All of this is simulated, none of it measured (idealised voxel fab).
Name of the process module below: voxel double patterning
The width of the displayed cross-section, cut, is 210 nm; its cells are square, with a size of 5 nm.
In this document a cross-section is written as a grid of square cells. It is given as a series of bands, listed from the top down, and a band is one or more rows of cells.
A band entry consists of two parts. The first gives the height of the band's top and the height of its bottom, in nm. The rest lists the band's materials from left to right, each with its width in nm. A single material labelled with the word "throughout" fills the band from edge to edge, and the word "air" marks empty space.
Basically, 0 is our baseline, since under it the wafer straight out of the box is all one material. The bottom band has no lower end and keeps on going down, so it looks like "0 -> down".
Top row gets the first number, bottom row gets the second, and each row in between changes by the same step: that is how a band width like "30->40" works.
It should be understood that the words "stayed the same", when stated for a given step, signify that the cross-section underwent no change in any of its cells during that step.
Look at "Fully closed voids" for the closed voids: empty spaces with no open path to the top, sized 8 cells or up. Each is width x height at distance, distance from the left edge, all nm.
On a step's line, text after the settings is the simulator commenting on that step.
"overlay nm" denotes, for a step that has a mask, the displacement of the mask to the right of its planned place, with negative values corresponding to the left.

**The process steps that were planned are listed below**
1) RECEIVE: material Si
2) CONFORMAL_DEP: material SiO2, thk nm 10
3) DIRECTIONAL_DEP: material polySi, thk nm 10
4) DIRECTIONAL_DEP: material SiCN, thk nm 5
5) DIRECTIONAL_DEP: material aC, thk nm 10
6) PATTERN: tone open, mask id FIRST, material resist, width nm 15, pitch nm 50, thk nm 30, overlay nm 0
7) DIRECTIONAL_ETCH: etch materials aC, depth nm 10
8) STRIP: etch materials resist
9) DIRECTIONAL_ETCH: etch materials SiCN, depth nm 5
10) STRIP: etch materials aC
11) MASKED_ETCH: tone open, mask id SECOND, width nm 15, pitch nm 50, etch materials SiCN, depth nm 5, overlay nm 0
12) DIRECTIONAL_ETCH: etch materials polySi, depth nm 10
13) STRIP: etch materials SiCN

**Delivered wafer in cross-section: state after step 1**
  0 -> down = Si throughout
  Fully closed voids: none

**Cross-sectional result after module completion. Note: starting condition and plan are unchanged from above; one processing mistake was made**
  20 -> 10 = 40 of polySi, 25 of air, 5 of polySi, 15 of air, 5 of polySi, 25 of air, 5 of polySi, 15 of air, 5 of polySi, 25 of air, 45 of polySi
  10 -> 0 = SiO2 throughout
  0 -> down = Si throughout
  Fully closed voids: none
What went wrong in running the wafer? step 6 was run on a setting that differed from the plan, and what really ran there is PATTERN: tone open, mask id FIRST, material resist, width nm 25, pitch nm 50, thk nm 30, overlay nm 0
